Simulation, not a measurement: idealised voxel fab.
process module | voxel lift off
cross-section cut | 300 nm wide | cells 5 nm
A cross-section is a grid of square cells, given in bands from the top down. A band is one or more rows of cells.
Each band's line starts with the height of the band's top and of its bottom, in nm. Then come its materials from left to right, each with its width in nm. One material with "throughout" fills the band from edge to edge. "air" is empty space.
Height 0 is the level under which the wafer as received is all one material. The lowest band goes on downwards, as in "0 down".
A width such as "30 to 40" changes by the same amount from each row of cells to the next, from the band's top row to its bottom row.
"no change" after a step means that no cell of the cross-section changed.
closed voids: empty space of 8 cells or more with no open way to the top, each as width x height at its distance from the left edge, in nm
after a step's settings: what the simulator itself notes on the step
overlay nm, on a step with a mask: how far to the right of its planned place the mask lay; to the left if negative
plan
1 op RECEIVE | material Si
2 op CONFORMAL_DEP | material Al2O3 | thk nm 5
3 op PATTERN | tone open | mask id LINES | material resist | width nm 20 | pitch nm 45 | thk nm 15 | overlay nm 0
4 op DIRECTIONAL_DEP | material Ru | thk nm 5
5 op STRIP | etch materials resist
6 op CONFORMAL_DEP | material SiO2 | thk nm 5
first wafer, as planned
as received, after step 1
  0 down: Si throughout
  closed voids: none
after step 2
  5 to 0: Al2O3 throughout
  below 0: unchanged
after step 3
  20 to 5: resist 95 | air 20 | resist 25 | air 20 | resist 25 | air 20 | resist 95
  below 5: unchanged
after step 4
  25 to 20: Ru 95 | air 20 | Ru 25 | air 20 | Ru 25 | air 20 | Ru 95
  20 to 10: resist 95 | air 20 | resist 25 | air 20 | resist 25 | air 20 | resist 95
  10 to 5: resist 95 | Ru 20 | resist 25 | Ru 20 | resist 25 | Ru 20 | resist 95
  below 5: unchanged
after step 5
  10 to 5: air 95 | Ru 20 | air 25 | Ru 20 | air 25 | Ru 20 | air 95
  below 5: unchanged
after step 6
  15 to 10: air 90 | SiO2 30 | air 15 | SiO2 30 | air 15 | SiO2 30 | air 90
  10 to 5: SiO2 95 | Ru 20 | SiO2 25 | Ru 20 | SiO2 25 | Ru 20 | SiO2 95
  below 5: unchanged
second wafer: like start, like plan, one mistake. Through step 2 it matches the first wafer
when step 3 should have ended
  20 to 5: air 95 | resist 20 | air 25 | resist 20 | air 25 | resist 20 | air 95
  below 5: unchanged
when step 4 should have ended
  25 to 20: air 95 | Ru 20 | air 25 | Ru 20 | air 25 | Ru 20 | air 95
  20 to 10: air 95 | resist 20 | air 25 | resist 20 | air 25 | resist 20 | air 95
  10 to 5: Ru 95 | resist 20 | Ru 25 | resist 20 | Ru 25 | resist 20 | Ru 95
  below 5: unchanged
when step 5 should have ended
  10 to 5: Ru 95 | air 20 | Ru 25 | air 20 | Ru 25 | air 20 | Ru 95
  below 5: unchanged
when step 6 should have ended
  15 to 10: SiO2 100 | air 10 | SiO2 35 | air 10 | SiO2 35 | air 10 | SiO2 100
  10 to 5: Ru 95 | SiO2 20 | Ru 25 | SiO2 20 | Ru 25 | SiO2 20 | Ru 95
  below 5: unchanged
what went wrong: step 3 ran as: op PATTERN | tone cover | mask id LINES | material resist | width nm 20 | pitch nm 45 | thk nm 15 | overlay nm 0
at the end the second wafer has, in cells: 36 more of Ru
